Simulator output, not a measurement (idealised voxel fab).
voxel spacer lines: a process module
Square cell edge 5 nm, section width 265 nm, ID cut.
For the purposes of this document, a cross-section shall be understood as a grid of square cells, specified as bands listed in top-to-bottom order, each band consisting of one or more rows of cells. The entry gives the band's vertical extent as a top height and a bottom height in nm, then its horizontal make-up as materials from left to right, each with a width in nm. "air" stands for empty space; a single material marked "full width" fills the band edge to edge. All heights in this document are referenced to 0, defined as the level beneath which the wafer, as received, consists entirely of one material. The lowest band is not bounded below; it extends indefinitely downward and is written in the form "0..down". Think of "30..40" as a width that walks from the first number to the second as you go down the band, top row to bottom row, taking equal-sized steps from row to row. You'll sometimes find "remains unaltered" written for a step, and that's the way of saying that nowhere in the cross-section did a cell change during that step. Closed-off voids of 8+ cells (no open route to the top) go in "Fully sealed voids", written width x height at distance from the left edge, in nm. The remark found on a step's line after its settings is issued by the simulator itself and pertains to that step. Steps that use a mask can have "overlay nm" on their line. It says how far the mask sat to the right of where it was meant to be. Negative means to the left.

SET OUT BELOW ARE THE PLANNED STEPS OF THE PROCESS
| 1 | RECEIVE with material Si |
| 2 | CONFORMAL_DEP with material SiO2, thk nm 10 |
| 3 | DIRECTIONAL_DEP with material polySi, thk nm 20 |
| 4 | DIRECTIONAL_DEP with material aC, thk nm 20 |
| 5 | PATTERN with tone cover, mask id MANDREL, material resist, width nm 20, pitch nm 60, thk nm 30, overlay nm 0 |
| 6 | DIRECTIONAL_ETCH with etch materials aC, depth nm 20 |
| 7 | STRIP with etch materials resist |
| 8 | CONFORMAL_DEP with material SiN, thk nm 10 |
| 9 | DIRECTIONAL_ETCH with etch materials SiN, depth nm 10 |
| 10 | STRIP with etch materials aC |
| 11 | DIRECTIONAL_ETCH with etch materials polySi, depth nm 20 |
| 12 | STRIP with etch materials SiN |
| 13 | FILL_DEP with material SiO2, thk nm 5 |
| 14 | CMP with height nm 30 |

CROSS-SECTION OF THE WAFER AS IT CAME TO US, I.E., ALREADY THROUGH STEP 1
	0..down: Si full width
	Fully sealed voids: none

CROSS-SECTION, END OF MODULE. START: AS ABOVE. PLAN: AS ABOVE. EXECUTION: ONE MISTAKE
	30..10: 50 of aC; 10 of polySi; 20 of aC; 10 of polySi; 20 of aC; 10 of polySi; 20 of aC; 10 of polySi; 20 of aC; 10 of polySi; 20 of aC; 10 of polySi; 55 of aC
	10..0: SiO2 full width
	0..down: Si full width
	Fully sealed voids: none
The mistake made against the process plan was this: step 13 was not run as planned; what actually ran was FILL_DEP with material aC, thk nm 5
